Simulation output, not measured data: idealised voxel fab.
voxel wiring stack: a process module
The width of the displayed cross-section, cut, is 180 nm; its cells are square, with a size of 5 nm.
Throughout this document, each cross-section is represented as a grid of square cells and is presented as a sequence of bands enumerated from the top downward, where a band comprises one or more rows of cells.
Read a band's entry like this: the first values are the height of its top and the height of its bottom in nm, and what follows is the sequence of materials from left to right, each with its width in nm. Note that "blank" is empty space, and that a single material marked "everywhere" reaches across the band from edge to edge.
Heads up on the height convention: 0 is the point under which the incoming wafer is all one material, and the lowest band has no bottom, it just keeps going down, like "z 0 and below".
The notation "30->40" denotes a width that varies across the rows of cells in the band, beginning at the first number in the top row, finishing at the second number in the bottom row, and changing by an identical amount from each row to the next.
"left unchanged", as given for a step, is the statement that not any cell of the cross-section underwent a change during that step.
In the "Catalogued sealed voids" entry, you get each enclosed empty space of 8 cells or more, one with no open way to the top, written width x height at distance, distance from the left edge, in nm.
Post-settings text on a step line: simulator's own remark regarding the step.
Regarding "overlay nm": on a step with a mask, it is the distance the mask lay to the right of its planned place; a negative value places it to the left.

### Set out below are the planned steps of the process
step 1: RECEIVE: material Si
step 2: CONFORMAL_DEP: material SiO2, thk nm 10
step 3: DIRECTIONAL_DEP: material TiN, thk nm 5
step 4: DIRECTIONAL_DEP: material Ru, thk nm 15
step 5: MASKED_ETCH: tone cover, mask id METAL_1, width nm 30, pitch nm 50, etch materials Ru, depth nm 15, overlay nm 0
step 6: MASKED_ETCH: tone cover, mask id METAL_1, width nm 30, pitch nm 50, etch materials TiN, depth nm 5, overlay nm 0
step 7: CONFORMAL_DEP: material SiCN, thk nm 5
step 8: FILL_DEP: material SiO2, thk nm 10
step 9: CMP: height nm 30
step 10: CONFORMAL_DEP: material SiCN, thk nm 5
step 11: DIRECTIONAL_DEP: material SiO2, thk nm 30
step 12: MASKED_ETCH: tone open, mask id METAL_2_HOLES, width nm 15, pitch nm 50, etch materials SiO2, depth nm 30, overlay nm 0
step 13: PATTERN: tone open, mask id METAL_2, material resist, width nm 30, pitch nm 50, thk nm 20, overlay nm 0
step 14: DIRECTIONAL_ETCH: etch materials SiO2, depth nm 20
step 15: DIRECTIONAL_ETCH: etch materials SiCN, depth nm 5
step 16: STRIP: etch materials resist
step 17: CONFORMAL_DEP: material TiN, thk nm 5
step 18: FILL_DEP: material Ru, thk nm 5
step 19: CMP: height nm 65
step 20: CONFORMAL_DEP: material SiCN, thk nm 5
step 21: DIRECTIONAL_DEP: material SiO2, thk nm 25
step 22: PATTERN: tone open, mask id METAL_3, material resist, width nm 30, pitch nm 50, thk nm 20, overlay nm 0
step 23: DIRECTIONAL_ETCH: etch materials SiO2, depth nm 15
step 24: STRIP: etch materials resist
step 25: MASKED_ETCH: tone open, mask id METAL_3_HOLES, width nm 15, etch materials SiO2, depth nm 10, overlay nm 0
step 26: MASKED_ETCH: tone open, mask id METAL_3_HOLES, width nm 15, etch materials SiCN, depth nm 5, overlay nm 0
step 27: CONFORMAL_DEP: material TiN, thk nm 5
step 28: FILL_DEP: material Ru, thk nm 10
step 29: CMP: height nm 95
step 30: CONFORMAL_DEP: material SiCN, thk nm 5
step 31: DIRECTIONAL_DEP: material lowk, thk nm 35
step 32: MASKED_ETCH: tone open, mask id METAL_4, width nm 30, pitch nm 50, etch materials lowk, depth nm 20, overlay nm 0
step 33: MASKED_ETCH: tone open, mask id METAL_4_HOLES, width nm 15, pitch nm 50, etch materials lowk, depth nm 15, overlay nm 0
step 34: MASKED_ETCH: tone open, mask id METAL_4_HOLES, width nm 15, pitch nm 50, etch materials SiCN, depth nm 5, overlay nm 0
step 35: CONFORMAL_DEP: material TiN, thk nm 5
step 36: FILL_DEP: material Ru, thk nm 5
step 37: CMP: height nm 135
step 38: CONFORMAL_DEP: material SiCN, thk nm 5

### Wafer cross-section on receipt, i.e. after step 1
z 0 and below | Si everywhere
Catalogued sealed voids: none

### Result of the module, cross-sectioned: start per above, plan per above, one error in how it was run
z 140 to 135 | SiCN everywhere
z 135 to 120 | lowk: 50, then TiN: 5, then Ru: 20, then TiN: 5, then lowk: 20, then TiN: 5, then Ru: 20, then TiN: 5, then lowk: 50
z 120 to 110 | lowk: 50, then TiN: 5, then Ru: 5, then TiN: 20->5, then lowk: 20->35, then TiN: 5, then Ru: 5, then TiN: 20->5, then lowk: 50->65
z 110 to 105 | lowk: 50, then TiN: 15, then lowk: 35, then TiN: 15, then lowk: 65
z 105 to 100 | lowk everywhere
z 100 to 95 | SiCN everywhere
z 95 to 85 | SiO2: 50, then TiN: 5, then Ru: 20, then TiN: 5, then SiO2: 20, then TiN: 5, then Ru: 20, then TiN: 5, then SiO2: 50
z 85 to 80 | SiO2: 50, then TiN: 5, then Ru: 5, then TiN: 20, then SiO2: 20, then TiN: 30, then SiO2: 50
z 80 to 70 | SiO2: 50, then TiN: 5, then Ru: 5, then TiN: 5, then SiO2: 115
z 70 to 65 | SiCN: 50, then TiN: 15, then SiCN: 115
z 65 to 50 | SiO2: 50, then TiN: 5, then Ru: 20, then TiN: 5, then SiO2: 20, then TiN: 5, then Ru: 20, then TiN: 5, then SiO2: 50
z 50 to 45 | SiO2: 50, then TiN: 5, then Ru: 5, then TiN: 20, then SiO2: 20, then TiN: 5, then Ru: 5, then TiN: 20, then SiO2: 50
z 45 to 35 | SiO2: 50, then TiN: 5, then Ru: 5, then TiN: 5, then SiO2: 35, then TiN: 5, then Ru: 5, then TiN: 5, then SiO2: 65
z 35 to 30 | SiCN: 50, then TiN: 15, then SiCN: 35, then TiN: 15, then SiCN: 65
z 30 to 15 | SiO2: 45, then SiCN: 5, then Ru: 30, then SiCN: 5, then SiO2: 10, then SiCN: 5, then Ru: 30, then SiCN: 5, then SiO2: 45
z 15 to 10 | SiCN: 50, then TiN: 30, then SiCN: 20, then TiN: 30, then SiCN: 50
z 10 to 0 | SiO2 everywhere
z 0 and below | Si everywhere
Catalogued sealed voids: none
In executing the process, a mistake was made relative to the plan: step 33 ran differently from the plan; actual operation with settings: MASKED_ETCH: tone open, mask id METAL_4_HOLES, width nm 15, pitch nm 50, etch materials lowk, depth nm 10, overlay nm 0
